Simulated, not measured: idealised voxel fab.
Process module name: voxel transistor to metal
Cross-section cut spans 150 nm and uses square cells 5 nm in size.
Bands, listed from the top down, are how a cross-section gets written in this document; the cross-section itself is a grid of square cells, and a band is one or more rows of them. For a band, the entry starts with two heights in nm, that of the top and then that of the bottom, and carries on with the band's materials in order from left to right, each alongside its width in nm; the word "throughout" beside a single material means it fills the band edge to edge, and "empty" means empty space. Height is counted from the level 0, under which the received wafer is composed throughout of one material. The lowest of the bands is not closed at the bottom but continues downward, in the notation "0 down". You'd read "30->40" like this: the band's top row of cells is as wide as the first number, its bottom row is as wide as the second, and going down, every row changes width by the same amount as the row before did. Where a step carries "all unchanged", the cross-section came out of it unchanged, cell for cell. "Closed-off voids": sealed empty spaces, 8 cells or more, no open way to top, listed width x height at distance, with distance from the left edge and width, height and distance in nm. Post-settings text on a step line: simulator's own remark regarding the step. A step's line can hold "overlay nm"; with a mask on that step, the setting says how far right of the planned place the mask lay, while a negative setting says it lay to the left.
**This section lists the process steps that were planned**
1: RECEIVE, material Si
2: OXIDIZE, depth nm 5
3: CONFORMAL_DEP, material SiN, thk nm 10
4: MASKED_ETCH, tone cover, mask id ACTIVE, width nm 95, etch materials SiN, depth nm 10, overlay nm 0
5: MASKED_ETCH, tone cover, mask id ACTIVE, width nm 95, etch materials SiO2, depth nm 5, overlay nm 0
6: MASKED_ETCH, tone cover, mask id ACTIVE, width nm 95, etch materials Si, depth nm 25, overlay nm 0
7: FILL_DEP, material SiO2, thk nm 15
8: CMP, height nm 10
9: SELECTIVE_ETCH, etch materials SiO2, depth nm 10
10: STRIP, etch materials SiN
11: SELECTIVE_ETCH, etch materials SiO2, depth nm 5
12: OXIDIZE, depth nm 5
13: DIRECTIONAL_DEP, material polySi, thk nm 25
14: DIRECTIONAL_DEP, material SiCN, thk nm 15
15: PATTERN, tone cover, mask id GATE, material resist, width nm 25, thk nm 20, overlay nm 0
16: DIRECTIONAL_ETCH, etch materials SiCN, depth nm 25
17: DIRECTIONAL_ETCH, etch materials polySi, depth nm 35
18: STRIP, etch materials resist
19: CONFORMAL_DEP, material SiO2, thk nm 5
20: DIRECTIONAL_ETCH, etch materials SiO2, depth nm 5
21: CONFORMAL_DEP, material SiN, thk nm 5
22: DIRECTIONAL_ETCH, etch materials SiN, depth nm 5
23: DIRECTIONAL_ETCH, etch materials SiO2, depth nm 5
24: DIRECTIONAL_ETCH, etch materials Si, depth nm 10
25: EPI, material SiGe, thk nm 10
26: FILL_DEP, material SiO2, thk nm 10
27: CMP, height nm 35
28: DIRECTIONAL_DEP, material SiO2, thk nm 10
29: MASKED_ETCH, tone open, mask id CONTACT, width nm 25, pitch nm 60, etch materials SiO2, depth nm 55, overlay nm 0
30: CONFORMAL_DEP, material TiN, thk nm 5
31: FILL_DEP, material Ru, thk nm 5
32: CMP, height nm 45
33: DIRECTIONAL_DEP, material TiN, thk nm 5
34: DIRECTIONAL_DEP, material Ru, thk nm 20
35: PATTERN, tone cover, mask id METAL_1, material resist, width nm 15, pitch nm 70, thk nm 20, overlay nm 0
36: DIRECTIONAL_ETCH, etch materials Ru, depth nm 20
37: DIRECTIONAL_ETCH, etch materials TiN, depth nm 5
38: STRIP, etch materials resist
39: CONFORMAL_DEP, material SiN, thk nm 5
40: FILL_DEP, material SiO2, thk nm 5
41: CMP, height nm 70
42: CONFORMAL_DEP, material SiN, thk nm 5
**Run as planned: first of two wafers**
**Cross-section of the wafer as it came to us, i.e., already through step 1**
	0 down: Si throughout
	Closed-off voids: none
**You're looking at a cross-section of the wafer after step 2**
	0 to -5: SiO2 throughout
	Lower than -5, everything is as it was.
**You're looking at a cross-section of the wafer after step 3**
	10 to 0: SiN throughout
	Lower than 0, everything is as it was.
**You're looking at a cross-section of the wafer after step 4**
	10 to 0: 25 empty; 95 SiN; 30 empty
	Lower than 0, everything is as it was.
**You're looking at a cross-section of the wafer after step 5**
	10 to 0: 25 empty; 95 SiN; 30 empty
	0 to -5: 25 empty; 95 SiO2; 30 empty
	Lower than -5, everything is as it was.
**You're looking at a cross-section of the wafer after step 6**
	10 to 0: 25 empty; 95 SiN; 30 empty
	0 to -5: 25 empty; 95 SiO2; 30 empty
	-5 to -30: 25 empty; 95 Si; 30 empty
	Lower than -30, everything is as it was.
**You're looking at a cross-section of the wafer after step 7**
	25 to 10: SiO2 throughout
	10 to 0: 25 SiO2; 95 SiN; 30 SiO2
	0 to -5: SiO2 throughout
	-5 to -30: 25 SiO2; 95 Si; 30 SiO2
	Lower than -30, everything is as it was.
**You're looking at a cross-section of the wafer after step 8**
	10 to 0: 25 SiO2; 95 SiN; 30 SiO2
	Lower than 0, everything is as it was.
**You're looking at a cross-section of the wafer after step 9**
	10 to 0: 25 empty; 95 SiN; 30 empty
	Lower than 0, everything is as it was.
**You're looking at a cross-section of the wafer after step 10**
	0 to -5: SiO2 throughout
	Lower than -5, everything is as it was.
**You're looking at a cross-section of the wafer after step 11**
	-5 to -30: 25 SiO2; 95 Si; 30 SiO2
	Lower than -30, everything is as it was.
**You're looking at a cross-section of the wafer after step 12**
	-5 to -10: SiO2 throughout
	Lower than -10, everything is as it was.
**You're looking at a cross-section of the wafer after step 13**
	20 to -5: polySi throughout
	Lower than -5, everything is as it was.
**You're looking at a cross-section of the wafer after step 14**
	35 to 20: SiCN throughout
	Lower than 20, everything is as it was.
**You're looking at a cross-section of the wafer after step 15**
	55 to 35: 60 empty; 25 resist; 65 empty
	Lower than 35, everything is as it was.
**You're looking at a cross-section of the wafer after step 16**
	55 to 35: 60 empty; 25 resist; 65 empty
	35 to 20: 60 empty; 25 SiCN; 65 empty
	Lower than 20, everything is as it was.
**You're looking at a cross-section of the wafer after step 17**
	55 to 35: 60 empty; 25 resist; 65 empty
	35 to 20: 60 empty; 25 SiCN; 65 empty
	20 to -5: 60 empty; 25 polySi; 65 empty
	Lower than -5, everything is as it was.
**You're looking at a cross-section of the wafer after step 18**
	35 to 20: 60 empty; 25 SiCN; 65 empty
	Lower than 20, everything is as it was.
**You're looking at a cross-section of the wafer after step 19**
	40 to 35: 55 empty; 35 SiO2; 60 empty
	35 to 20: 55 empty; 5 SiO2; 25 SiCN; 5 SiO2; 60 empty
	20 to 0: 55 empty; 5 SiO2; 25 polySi; 5 SiO2; 60 empty
	0 to -5: 60 SiO2; 25 polySi; 65 SiO2
	Lower than -5, everything is as it was.
**You're looking at a cross-section of the wafer after step 20**
	35 to 20: 55 empty; 5 SiO2; 25 SiCN; 5 SiO2; 60 empty
	20 to -5: 55 empty; 5 SiO2; 25 polySi; 5 SiO2; 60 empty
	Lower than -5, everything is as it was.
**You're looking at a cross-section of the wafer after step 21**
	40 to 35: 50 empty; 45 SiN; 55 empty
	35 to 20: 50 empty; 5 SiN; 5 SiO2; 25 SiCN; 5 SiO2; 5 SiN; 55 empty
	20 to 0: 50 empty; 5 SiN; 5 SiO2; 25 polySi; 5 SiO2; 5 SiN; 55 empty
	0 to -5: 55 SiN; 5 SiO2; 25 polySi; 5 SiO2; 60 SiN
	Lower than -5, everything is as it was.
**You're looking at a cross-section of the wafer after step 22**
	35 to 20: 50 empty; 5 SiN; 5 SiO2; 25 SiCN; 5 SiO2; 5 SiN; 55 empty
	20 to -5: 50 empty; 5 SiN; 5 SiO2; 25 polySi; 5 SiO2; 5 SiN; 55 empty
	Lower than -5, everything is as it was.
**You're looking at a cross-section of the wafer after step 23**
	35 to 30: 50 empty; 5 SiN; 5 empty; 25 SiCN; 5 empty; 5 SiN; 55 empty
	30 to 20: 50 empty; 5 SiN; 5 SiO2; 25 SiCN; 5 SiO2; 5 SiN; 55 empty
	20 to -5: 50 empty; 5 SiN; 5 SiO2; 25 polySi; 5 SiO2; 5 SiN; 55 empty
	-5 to -10: 50 empty; 45 SiO2; 55 empty
	Lower than -10, everything is as it was.
**You're looking at a cross-section of the wafer after step 24**
	35 to 30: 50 empty; 5 SiN; 5 empty; 25 SiCN; 5 empty; 5 SiN; 55 empty
	30 to 20: 50 empty; 5 SiN; 5 SiO2; 25 SiCN; 5 SiO2; 5 SiN; 55 empty
	20 to -5: 50 empty; 5 SiN; 5 SiO2; 25 polySi; 5 SiO2; 5 SiN; 55 empty
	-5 to -10: 50 empty; 45 SiO2; 55 empty
	-10 to -20: 25 SiO2; 25 empty; 45 Si; 25 empty; 30 SiO2
	Lower than -20, everything is as it was.
**You're looking at a cross-section of the wafer after step 25**
	35 to 30: 50 empty; 5 SiN; 5 empty; 25 SiCN; 5 empty; 5 SiN; 55 empty
	30 to 20: 50 empty; 5 SiN; 5 SiO2; 25 SiCN; 5 SiO2; 5 SiN; 55 empty
	20 to 0: 50 empty; 5 SiN; 5 SiO2; 25 polySi; 5 SiO2; 5 SiN; 55 empty
	0 to -5: 40 empty; 10 SiGe; 5 SiN; 5 SiO2; 25 polySi; 5 SiO2; 5 SiN; 10 SiGe; 45 empty
	-5 to -10: 40 empty; 10 SiGe; 45 SiO2; 10 SiGe; 45 empty
	-10 to -20: 25 SiO2; 25 SiGe; 45 Si; 25 SiGe; 30 SiO2
	Lower than -20, everything is as it was.
**You're looking at a cross-section of the wafer after step 26**
	45 to 35: SiO2 throughout
	35 to 20: 50 SiO2; 5 SiN; 5 SiO2; 25 SiCN; 5 SiO2; 5 SiN; 55 SiO2
	20 to 0: 50 SiO2; 5 SiN; 5 SiO2; 25 polySi; 5 SiO2; 5 SiN; 55 SiO2
	0 to -5: 40 SiO2; 10 SiGe; 5 SiN; 5 SiO2; 25 polySi; 5 SiO2; 5 SiN; 10 SiGe; 45 SiO2
	-5 to -10: 40 SiO2; 10 SiGe; 45 SiO2; 10 SiGe; 45 SiO2
	Lower than -10, everything is as it was.
**You're looking at a cross-section of the wafer after step 27**
	35 to 20: 50 SiO2; 5 SiN; 5 SiO2; 25 SiCN; 5 SiO2; 5 SiN; 55 SiO2
	Lower than 20, everything is as it was.
**You're looking at a cross-section of the wafer after step 28**
	45 to 35: SiO2 throughout
	Lower than 35, everything is as it was.
**You're looking at a cross-section of the wafer after step 29**
	45 to 35: 30 SiO2; 25 empty; 35 SiO2; 25 empty; 35 SiO2
	35 to 20: 30 SiO2; 20 empty; 5 SiN; 5 SiO2; 25 SiCN; 5 SiO2; 5 SiN; 20 empty; 35 SiO2
	20 to 0: 30 SiO2; 20 empty; 5 SiN; 5 SiO2; 25 polySi; 5 SiO2; 5 SiN; 20 empty; 35 SiO2
	0 to -5: 30 SiO2; 10 empty; 10 SiGe; 5 SiN; 5 SiO2; 25 polySi; 5 SiO2; 5 SiN; 10 SiGe; 10 empty; 35 SiO2
	-5 to -10: 30 SiO2; 10 empty; 10 SiGe; 45 SiO2; 10 SiGe; 10 empty; 35 SiO2
	Lower than -10, everything is as it was.
**You're looking at a cross-section of the wafer after step 30**
	50 to 45: 35 TiN; 15 empty; 45 TiN; 15 empty; 40 TiN
	45 to 35: 30 SiO2; 5 TiN; 15->10 empty; 5->10 TiN; 35 SiO2; 5->10 TiN; 15->10 empty; 5 TiN; 35 SiO2
	35 to 20: 30 SiO2; 5 TiN; 10 empty; 5 TiN; 5 SiN; 5 SiO2; 25 SiCN; 5 SiO2; 5 SiN; 5 TiN; 10 empty; 5 TiN; 35 SiO2
	20 to 5: 30 SiO2; 5 TiN; 10 empty; 5 TiN; 5 SiN; 5 SiO2; 25 polySi; 5 SiO2; 5 SiN; 5 TiN; 10 empty; 5 TiN; 35 SiO2
	5 to 0: 30 SiO2; 20 TiN; 5 SiN; 5 SiO2; 25 polySi; 5 SiO2; 5 SiN; 20 TiN; 35 SiO2
	0 to -5: 30 SiO2; 10 TiN; 10 SiGe; 5 SiN; 5 SiO2; 25 polySi; 5 SiO2; 5 SiN; 10 SiGe; 10 TiN; 35 SiO2
	-5 to -10: 30 SiO2; 10 TiN; 10 SiGe; 45 SiO2; 10 SiGe; 10 TiN; 35 SiO2
	Lower than -10, everything is as it was.
**You're looking at a cross-section of the wafer after step 31**
	55 to 50: Ru throughout
	50 to 45: 35 TiN; 15 Ru; 45 TiN; 15 Ru; 40 TiN
	45 to 35: 30 SiO2; 5 TiN; 15->10 Ru; 5->10 TiN; 35 SiO2; 5->10 TiN; 15->10 Ru; 5 TiN; 35 SiO2
	35 to 20: 30 SiO2; 5 TiN; 10 Ru; 5 TiN; 5 SiN; 5 SiO2; 25 SiCN; 5 SiO2; 5 SiN; 5 TiN; 10 Ru; 5 TiN; 35 SiO2
	20 to 5: 30 SiO2; 5 TiN; 10 Ru; 5 TiN; 5 SiN; 5 SiO2; 25 polySi; 5 SiO2; 5 SiN; 5 TiN; 10 Ru; 5 TiN; 35 SiO2
	Lower than 5, everything is as it was.
**You're looking at a cross-section of the wafer after step 32**
	45 to 35: 30 SiO2; 5 TiN; 15->10 Ru; 5->10 TiN; 35 SiO2; 5->10 TiN; 15->10 Ru; 5 TiN; 35 SiO2
	Lower than 35, everything is as it was.
**You're looking at a cross-section of the wafer after step 33**
	50 to 45: TiN throughout
	Lower than 45, everything is as it was.
**You're looking at a cross-section of the wafer after step 34**
	70 to 50: Ru throughout
	Lower than 50, everything is as it was.
**You're looking at a cross-section of the wafer after step 35**
	90 to 70: 30 empty; 15 resist; 55 empty; 15 resist; 35 empty
	Lower than 70, everything is as it was.
**You're looking at a cross-section of the wafer after step 36**
	90 to 70: 30 empty; 15 resist; 55 empty; 15 resist; 35 empty
	70 to 50: 30 empty; 15 Ru; 55 empty; 15 Ru; 35 empty
	Lower than 50, everything is as it was.
**You're looking at a cross-section of the wafer after step 37**
	90 to 70: 30 empty; 15 resist; 55 empty; 15 resist; 35 empty
	70 to 50: 30 empty; 15 Ru; 55 empty; 15 Ru; 35 empty
	50 to 45: 30 empty; 15 TiN; 55 empty; 15 TiN; 35 empty
	Lower than 45, everything is as it was.
**You're looking at a cross-section of the wafer after step 38**
	70 to 50: 30 empty; 15 Ru; 55 empty; 15 Ru; 35 empty
	Lower than 50, everything is as it was.
**You're looking at a cross-section of the wafer after step 39**
	75 to 70: 25 empty; 25 SiN; 45 empty; 25 SiN; 30 empty
	70 to 50: 25 empty; 5 SiN; 15 Ru; 5 SiN; 45 empty; 5 SiN; 15 Ru; 5 SiN; 30 empty
	50 to 45: 30 SiN; 15 TiN; 55 SiN; 15 TiN; 35 SiN
	Lower than 45, everything is as it was.
**You're looking at a cross-section of the wafer after step 40**
	80 to 75: SiO2 throughout
	75 to 70: 25 SiO2; 25 SiN; 45 SiO2; 25 SiN; 30 SiO2
	70 to 50: 25 SiO2; 5 SiN; 15 Ru; 5 SiN; 45 SiO2; 5 SiN; 15 Ru; 5 SiN; 30 SiO2
	Lower than 50, everything is as it was.
**You're looking at a cross-section of the wafer after step 41**
	70 to 50: 25 SiO2; 5 SiN; 15 Ru; 5 SiN; 45 SiO2; 5 SiN; 15 Ru; 5 SiN; 30 SiO2
	Lower than 50, everything is as it was.
**You're looking at a cross-section of the wafer after step 42**
	75 to 70: SiN throughout
	Lower than 70, everything is as it was.
**Second wafer. Start and plan as for the first. One mistake made in running. Agrees with the first up to and including step 9**
**Second wafer at the planned finish of step 10, seen in cross-section**
	10 to 0: 25 empty; 95 SiN; 30 empty
	0 to -5: 30 empty; 85 SiO2; 35 empty
	Lower than -5, everything is as it was.
**Second wafer at the planned finish of step 11, seen in cross-section**
	0 to -5: 30 empty; 85 SiO2; 35 empty
	Lower than -5, everything is as it was.
**Second wafer at the planned finish of step 12, seen in cross-section**
	0 to -5: 30 empty; 85 SiO2; 35 empty
	-5 to -10: 35 SiO2; 75 Si; 40 SiO2
	Lower than -10, everything is as it was.
**Second wafer at the planned finish of step 13, seen in cross-section**
	25 to 20: 30 empty; 85 polySi; 35 empty
	20 to 0: polySi throughout
	0 to -5: 30 polySi; 85 SiO2; 35 polySi
	Lower than -5, everything is as it was.
**Second wafer at the planned finish of step 14, seen in cross-section**
	40 to 35: 30 empty; 85 SiCN; 35 empty
	35 to 25: SiCN throughout
	25 to 20: 30 SiCN; 85 polySi; 35 SiCN
	Lower than 20, everything is as it was.
**Second wafer at the planned finish of step 15, seen in cross-section**
	60 to 40: 60 empty; 25 resist; 65 empty
	Lower than 40, everything is as it was.
**Second wafer at the planned finish of step 16, seen in cross-section**
	60 to 40: 60 empty; 25 resist; 65 empty
	40 to 25: 60 empty; 25 SiCN; 65 empty
	25 to 20: 30 empty; 85 polySi; 35 empty
	Lower than 20, everything is as it was.
**Second wafer at the planned finish of step 17, seen in cross-section**
	60 to 40: 60 empty; 25 resist; 65 empty
	40 to 25: 60 empty; 25 SiCN; 65 empty
	25 to 0: 60 empty; 25 polySi; 65 empty
	0 to -5: 30 empty; 85 SiO2; 35 empty
	Lower than -5, everything is as it was.
**Second wafer at the planned finish of step 18, seen in cross-section**
	40 to 25: 60 empty; 25 SiCN; 65 empty
	Lower than 25, everything is as it was.
**Second wafer at the planned finish of step 19, seen in cross-section**
	45 to 40: 55 empty; 35 SiO2; 60 empty
	40 to 25: 55 empty; 5 SiO2; 25 SiCN; 5 SiO2; 60 empty
	25 to 5: 55 empty; 5 SiO2; 25 polySi; 5 SiO2; 60 empty
	5 to 0: 25 empty; 35 SiO2; 25 polySi; 35 SiO2; 30 empty
	0 to -5: SiO2 throughout
	Lower than -5, everything is as it was.
**Second wafer at the planned finish of step 20, seen in cross-section**
	40 to 25: 55 empty; 5 SiO2; 25 SiCN; 5 SiO2; 60 empty
	25 to 0: 55 empty; 5 SiO2; 25 polySi; 5 SiO2; 60 empty
	0 to -5: 25 empty; 95 SiO2; 30 empty
	Lower than -5, everything is as it was.
**Second wafer at the planned finish of step 21, seen in cross-section**
	45 to 40: 50 empty; 45 SiN; 55 empty
	40 to 25: 50 empty; 5 SiN; 5 SiO2; 25 SiCN; 5 SiO2; 5 SiN; 55 empty
	25 to 5: 50 empty; 5 SiN; 5 SiO2; 25 polySi; 5 SiO2; 5 SiN; 55 empty
	5 to 0: 20 empty; 35 SiN; 5 SiO2; 25 polySi; 5 SiO2; 35 SiN; 25 empty
	0 to -5: 25 SiN; 95 SiO2; 30 SiN
	Lower than -5, everything is as it was.
**Second wafer at the planned finish of step 22, seen in cross-section**
	40 to 25: 50 empty; 5 SiN; 5 SiO2; 25 SiCN; 5 SiO2; 5 SiN; 55 empty
	25 to 0: 50 empty; 5 SiN; 5 SiO2; 25 polySi; 5 SiO2; 5 SiN; 55 empty
	0 to -5: 20 empty; 5 SiN; 95 SiO2; 5 SiN; 25 empty
	Lower than -5, everything is as it was.
**Second wafer at the planned finish of step 23, seen in cross-section**
	40 to 35: 50 empty; 5 SiN; 5 empty; 25 SiCN; 5 empty; 5 SiN; 55 empty
	35 to 25: 50 empty; 5 SiN; 5 SiO2; 25 SiCN; 5 SiO2; 5 SiN; 55 empty
	25 to 0: 50 empty; 5 SiN; 5 SiO2; 25 polySi; 5 SiO2; 5 SiN; 55 empty
	0 to -5: 20 empty; 5 SiN; 25 empty; 45 SiO2; 25 empty; 5 SiN; 25 empty
	-5 to -10: 20 empty; 15 SiO2; 75 Si; 15 SiO2; 25 empty
	Lower than -10, everything is as it was.
**Second wafer at the planned finish of step 24, seen in cross-section**
	40 to 35: 50 empty; 5 SiN; 5 empty; 25 SiCN; 5 empty; 5 SiN; 55 empty
	35 to 25: 50 empty; 5 SiN; 5 SiO2; 25 SiCN; 5 SiO2; 5 SiN; 55 empty
	25 to 0: 50 empty; 5 SiN; 5 SiO2; 25 polySi; 5 SiO2; 5 SiN; 55 empty
	0 to -5: 20 empty; 5 SiN; 25 empty; 45 SiO2; 25 empty; 5 SiN; 25 empty
	-5 to -10: 20 empty; 15 SiO2; 15 empty; 45 Si; 15 empty; 15 SiO2; 25 empty
	-10 to -15: 25 SiO2; 10 Si; 15 empty; 45 Si; 15 empty; 10 Si; 30 SiO2
	Lower than -15, everything is as it was.
**Second wafer at the planned finish of step 25, seen in cross-section**
	40 to 35: 50 empty; 5 SiN; 5 empty; 25 SiCN; 5 empty; 5 SiN; 55 empty
	35 to 25: 50 empty; 5 SiN; 5 SiO2; 25 SiCN; 5 SiO2; 5 SiN; 55 empty
	25 to 5: 50 empty; 5 SiN; 5 SiO2; 25 polySi; 5 SiO2; 5 SiN; 55 empty
	5 to 0: 40 empty; 10 SiGe; 5 SiN; 5 SiO2; 25 polySi; 5 SiO2; 5 SiN; 10 SiGe; 45 empty
	0 to -5: 20 empty; 5 SiN; 5 empty; 20 SiGe; 45 SiO2; 20 SiGe; 5 empty; 5 SiN; 25 empty
	-5 to -10: 20 empty; 15 SiO2; 15 SiGe; 45 Si; 15 SiGe; 15 SiO2; 25 empty
	-10 to -15: 25 SiO2; 10 Si; 15 SiGe; 45 Si; 15 SiGe; 10 Si; 30 SiO2
	Lower than -15, everything is as it was.
**Second wafer at the planned finish of step 26, seen in cross-section**
	50 to 40: SiO2 throughout
	40 to 25: 50 SiO2; 5 SiN; 5 SiO2; 25 SiCN; 5 SiO2; 5 SiN; 55 SiO2
	25 to 5: 50 SiO2; 5 SiN; 5 SiO2; 25 polySi; 5 SiO2; 5 SiN; 55 SiO2
	5 to 0: 40 SiO2; 10 SiGe; 5 SiN; 5 SiO2; 25 polySi; 5 SiO2; 5 SiN; 10 SiGe; 45 SiO2
	0 to -5: 20 SiO2; 5 SiN; 5 SiO2; 20 SiGe; 45 SiO2; 20 SiGe; 5 SiO2; 5 SiN; 25 SiO2
	-5 to -10: 35 SiO2; 15 SiGe; 45 Si; 15 SiGe; 40 SiO2
	Lower than -10, everything is as it was.
**Second wafer at the planned finish of step 27, seen in cross-section**
	35 to 25: 50 SiO2; 5 SiN; 5 SiO2; 25 SiCN; 5 SiO2; 5 SiN; 55 SiO2
	Lower than 25, everything is as it was.
**Second wafer at the planned finish of step 28, seen in cross-section**
	45 to 35: SiO2 throughout
	Lower than 35, everything is as it was.
**Second wafer at the planned finish of step 29, seen in cross-section**
	45 to 35: 30 SiO2; 25 empty; 35 SiO2; 25 empty; 35 SiO2
	35 to 25: 30 SiO2; 20 empty; 5 SiN; 5 SiO2; 25 SiCN; 5 SiO2; 5 SiN; 20 empty; 35 SiO2
	25 to 5: 30 SiO2; 20 empty; 5 SiN; 5 SiO2; 25 polySi; 5 SiO2; 5 SiN; 20 empty; 35 SiO2
	5 to 0: 30 SiO2; 10 empty; 10 SiGe; 5 SiN; 5 SiO2; 25 polySi; 5 SiO2; 5 SiN; 10 SiGe; 10 empty; 35 SiO2
	Lower than 0, everything is as it was.
**Second wafer at the planned finish of step 30, seen in cross-section**
	50 to 45: 35 TiN; 15 empty; 45 TiN; 15 empty; 40 TiN
	45 to 35: 30 SiO2; 5 TiN; 15->10 empty; 5->10 TiN; 35 SiO2; 5->10 TiN; 15->10 empty; 5 TiN; 35 SiO2
	35 to 25: 30 SiO2; 5 TiN; 10 empty; 5 TiN; 5 SiN; 5 SiO2; 25 SiCN; 5 SiO2; 5 SiN; 5 TiN; 10 empty; 5 TiN; 35 SiO2
	25 to 10: 30 SiO2; 5 TiN; 10 empty; 5 TiN; 5 SiN; 5 SiO2; 25 polySi; 5 SiO2; 5 SiN; 5 TiN; 10 empty; 5 TiN; 35 SiO2
	10 to 5: 30 SiO2; 20 TiN; 5 SiN; 5 SiO2; 25 polySi; 5 SiO2; 5 SiN; 20 TiN; 35 SiO2
	5 to 0: 30 SiO2; 10 TiN; 10 SiGe; 5 SiN; 5 SiO2; 25 polySi; 5 SiO2; 5 SiN; 10 SiGe; 10 TiN; 35 SiO2
	Lower than 0, everything is as it was.
**Second wafer at the planned finish of step 31, seen in cross-section**
	55 to 50: Ru throughout
	50 to 45: 35 TiN; 15 Ru; 45 TiN; 15 Ru; 40 TiN
	45 to 35: 30 SiO2; 5 TiN; 15->10 Ru; 5->10 TiN; 35 SiO2; 5->10 TiN; 15->10 Ru; 5 TiN; 35 SiO2
	35 to 25: 30 SiO2; 5 TiN; 10 Ru; 5 TiN; 5 SiN; 5 SiO2; 25 SiCN; 5 SiO2; 5 SiN; 5 TiN; 10 Ru; 5 TiN; 35 SiO2
	25 to 10: 30 SiO2; 5 TiN; 10 Ru; 5 TiN; 5 SiN; 5 SiO2; 25 polySi; 5 SiO2; 5 SiN; 5 TiN; 10 Ru; 5 TiN; 35 SiO2
	Lower than 10, everything is as it was.
**Second wafer at the planned finish of step 32, seen in cross-section**
	45 to 35: 30 SiO2; 5 TiN; 15->10 Ru; 5->10 TiN; 35 SiO2; 5->10 TiN; 15->10 Ru; 5 TiN; 35 SiO2
	Lower than 35, everything is as it was.
**Second wafer at the planned finish of step 33, seen in cross-section**
	50 to 45: TiN throughout
	Lower than 45, everything is as it was.
**Second wafer at the planned finish of step 34, seen in cross-section**
	70 to 50: Ru throughout
	Lower than 50, everything is as it was.
**Second wafer at the planned finish of step 35, seen in cross-section**
	90 to 70: 30 empty; 15 resist; 55 empty; 15 resist; 35 empty
	Lower than 70, everything is as it was.
**Second wafer at the planned finish of step 36, seen in cross-section**
	90 to 70: 30 empty; 15 resist; 55 empty; 15 resist; 35 empty
	70 to 50: 30 empty; 15 Ru; 55 empty; 15 Ru; 35 empty
	Lower than 50, everything is as it was.
**Second wafer at the planned finish of step 37, seen in cross-section**
	90 to 70: 30 empty; 15 resist; 55 empty; 15 resist; 35 empty
	70 to 50: 30 empty; 15 Ru; 55 empty; 15 Ru; 35 empty
	50 to 45: 30 empty; 15 TiN; 55 empty; 15 TiN; 35 empty
	Lower than 45, everything is as it was.
**Second wafer at the planned finish of step 38, seen in cross-section**
	70 to 50: 30 empty; 15 Ru; 55 empty; 15 Ru; 35 empty
	Lower than 50, everything is as it was.
**Second wafer at the planned finish of step 39, seen in cross-section**
	75 to 70: 25 empty; 25 SiN; 45 empty; 25 SiN; 30 empty
	70 to 50: 25 empty; 5 SiN; 15 Ru; 5 SiN; 45 empty; 5 SiN; 15 Ru; 5 SiN; 30 empty
	50 to 45: 30 SiN; 15 TiN; 55 SiN; 15 TiN; 35 SiN
	Lower than 45, everything is as it was.
**Second wafer at the planned finish of step 40, seen in cross-section**
	80 to 75: SiO2 throughout
	75 to 70: 25 SiO2; 25 SiN; 45 SiO2; 25 SiN; 30 SiO2
	70 to 50: 25 SiO2; 5 SiN; 15 Ru; 5 SiN; 45 SiO2; 5 SiN; 15 Ru; 5 SiN; 30 SiO2
	Lower than 50, everything is as it was.
**Second wafer at the planned finish of step 41, seen in cross-section**
	70 to 50: 25 SiO2; 5 SiN; 15 Ru; 5 SiN; 45 SiO2; 5 SiN; 15 Ru; 5 SiN; 30 SiO2
	Lower than 50, everything is as it was.
**Second wafer at the planned finish of step 42, seen in cross-section**
	75 to 70: SiN throughout
	Lower than 70, everything is as it was.
Finding, execution versus plan: steps 10 and 11: order swapped relative to plan
Counted in cells at the end, the second wafer holds more or fewer of these materials than the first: -4 Ru | +23 Si | -5 SiCN | -4 SiGe | -2 SiO2 | -8 TiN
